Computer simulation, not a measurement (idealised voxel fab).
The process module presented herein is designated voxel transistor to metal.
This is section cut - it's 195 nm across, gridded in 5 nm square cells.
This document writes a cross-section as a grid whose cells are square, and gives it as bands, listed from the top down; one or more rows of cells form a band.
This entry defines a band. It first specifies the height of the band's top and the height of its bottom in nm, and then specifies the band's materials from left to right, stating each material with its width in nm. The word "everywhere" identifies a single material that fills the band from edge to edge, while the word "air" identifies empty space.
The reference from which all heights are counted is 0, the level beneath which the as-received wafer is entirely one material; the lowest band, having no lower bound, proceeds downward and is written after the example "0 and below".
Width spec "30 to 40" -> top row of cells at first value, bottom row at second value, equal per-row change in between.
Key: "nothing altered" - step with no changed cell in the cross-section.
Entry "Sealed-off cavities". Content: empty spaces with no open connection to the top, size 8 cells or greater. Each: width x height at distance. Distance: from left edge. Unit: nm.
That trailing text on a step's line, after the settings, is the simulator's own remark on the step.
"overlay nm", when on a step's line for a step with a mask, measures how far to the right of its planned place the mask lay; a negative measure means to the left.

[Planned step list for the process]
step 1: RECEIVE: material Si
step 2: OXIDIZE: depth nm 5
step 3: CONFORMAL_DEP: material SiN, thk nm 10
step 4: DIRECTIONAL_DEP: material aC, thk nm 10
step 5: PATTERN: tone cover, mask id ACTIVE, material resist, width nm 115, thk nm 30, overlay nm 0
step 6: DIRECTIONAL_ETCH: etch materials aC, depth nm 10
step 7: STRIP: etch materials resist
step 8: DIRECTIONAL_ETCH: etch materials SiN, depth nm 10
step 9: DIRECTIONAL_ETCH: etch materials SiO2, depth nm 5
step 10: DIRECTIONAL_ETCH: etch materials Si, depth nm 20
step 11: STRIP: etch materials aC
step 12: OXIDIZE: depth nm 5
step 13: FILL_DEP: material SiO2, thk nm 5
step 14: CMP: height nm 10
step 15: SELECTIVE_ETCH: etch materials SiO2, depth nm 10
step 16: STRIP: etch materials SiN
step 17: SELECTIVE_ETCH: etch materials SiO2, depth nm 5
step 18: OXIDIZE: depth nm 5
step 19: DIRECTIONAL_DEP: material polySi, thk nm 30
step 20: DIRECTIONAL_DEP: material SiCN, thk nm 15
step 21: PATTERN: tone cover, mask id GATE, material resist, width nm 25, thk nm 20, overlay nm 0
step 22: DIRECTIONAL_ETCH: etch materials SiCN, depth nm 25
step 23: DIRECTIONAL_ETCH: etch materials polySi, depth nm 40
step 24: STRIP: etch materials resist
step 25: CONFORMAL_DEP: material SiO2, thk nm 5
step 26: DIRECTIONAL_ETCH: etch materials SiO2, depth nm 5
step 27: CONFORMAL_DEP: material SiN, thk nm 5
step 28: DIRECTIONAL_ETCH: etch materials SiN, depth nm 5
step 29: DIRECTIONAL_ETCH: etch materials SiO2, depth nm 5
step 30: DIRECTIONAL_ETCH: etch materials Si, depth nm 10
step 31: EPI: material nSi, thk nm 10
step 32: FILL_DEP: material SiO2, thk nm 10
step 33: CMP: height nm 25
step 34: STRIP: etch materials polySi
step 35: SELECTIVE_ETCH: etch materials SiO2, depth nm 5
step 36: CONFORMAL_DEP: material HfO2, thk nm 5
step 37: CONFORMAL_DEP: material TiN, thk nm 5
step 38: FILL_DEP: material W, thk nm 10
step 39: CMP: height nm 20
step 40: DIRECTIONAL_DEP: material SiO2, thk nm 10
step 41: MASKED_ETCH: tone open, mask id CONTACT, width nm 20, pitch nm 85, etch materials SiO2, depth nm 40, overlay nm 0
step 42: CONFORMAL_DEP: material TiN, thk nm 5
step 43: FILL_DEP: material W, thk nm 5
step 44: CMP: height nm 30
step 45: CONFORMAL_DEP: material SiN, thk nm 5
step 46: DIRECTIONAL_DEP: material SiO2, thk nm 20
step 47: MASKED_ETCH: tone open, mask id METAL_1, width nm 20, pitch nm 85, etch materials SiO2, depth nm 20, overlay nm 0
step 48: MASKED_ETCH: tone open, mask id METAL_1, width nm 20, pitch nm 85, etch materials SiN, depth nm 5, overlay nm 0
step 49: CONFORMAL_DEP: material TiN, thk nm 5
step 50: FILL_DEP: material W, thk nm 10
step 51: CMP: height nm 55
step 52: EPI: material Ru, thk nm 5
step 53: FILL_DEP: material SiCN, thk nm 5
step 54: DIRECTIONAL_DEP: material lowk, thk nm 30
step 55: DIRECTIONAL_DEP: material aC, thk nm 15
step 56: PATTERN: tone open, mask id METAL_2_HOLES, material resist, width nm 15, pitch nm 85, thk nm 30, overlay nm -15
step 57: DIRECTIONAL_ETCH: etch materials aC, depth nm 15
step 58: STRIP: etch materials resist
step 59: DIRECTIONAL_ETCH: etch materials lowk, depth nm 30
step 60: STRIP: etch materials aC
step 61: MASKED_ETCH: tone open, mask id METAL_2, width nm 20, pitch nm 85, etch materials lowk, depth nm 20, overlay nm 0
step 62: MASKED_ETCH: tone open, mask id METAL_2, width nm 20, pitch nm 85, etch materials SiCN, depth nm 5, overlay nm 0
step 63: CONFORMAL_DEP: material TiN, thk nm 5
step 64: FILL_DEP: material Cu, thk nm 10
step 65: CMP: height nm 95
step 66: CONFORMAL_DEP: material SiN, thk nm 5
Don't read the plan's overlay nm for step 56 as applying to every wafer: that's the first wafer's value, and the wafers differ in it, though they all start identical.

[As-received state after step 1, first of several wafers, cross-section]
* 0 and below = Si everywhere
* Sealed-off cavities: none

[Heads up, this table goes wafer by wafer. A row tells you, at the end of the module, how many cells of each material that wafer has put on (+) or dropped (-) since it was received, and then its closed voids]
overlay nm -15, +34 Cu, +17 HfO2, +12 Ru, -174 Si, +66 SiCN, +80 SiN, +384 SiO2, +107 TiN, +56 W, +166 lowk, +32 nSi, Sealed-off cavities: none
overlay nm -10, +28 Cu, +17 HfO2, +12 Ru, -174 Si, +64 SiCN, +80 SiN, +384 SiO2, +107 TiN, +56 W, +174 lowk, +32 nSi, Sealed-off cavities: none
overlay nm -5, +22 Cu, +17 HfO2, +12 Ru, -174 Si, +62 SiCN, +80 SiN, +384 SiO2, +107 TiN, +56 W, +182 lowk, +32 nSi, Sealed-off cavities: none
overlay nm 0, +18 Cu, +17 HfO2, +12 Ru, -174 Si, +60 SiCN, +80 SiN, +384 SiO2, +105 TiN, +56 W, +190 lowk, +32 nSi, Sealed-off cavities: none
overlay nm 5, +18 Cu, +17 HfO2, +12 Ru, -174 Si, +60 SiCN, +80 SiN, +384 SiO2, +105 TiN, +56 W, +190 lowk, +32 nSi, Sealed-off cavities: none
overlay nm 10, +22 Cu, +17 HfO2, +12 Ru, -174 Si, +62 SiCN, +80 SiN, +384 SiO2, +107 TiN, +56 W, +182 lowk, +32 nSi, Sealed-off cavities: none
overlay nm 15, +28 Cu, +17 HfO2, +12 Ru, -174 Si, +64 SiCN, +80 SiN, +384 SiO2, +107 TiN, +56 W, +174 lowk, +32 nSi, Sealed-off cavities: none
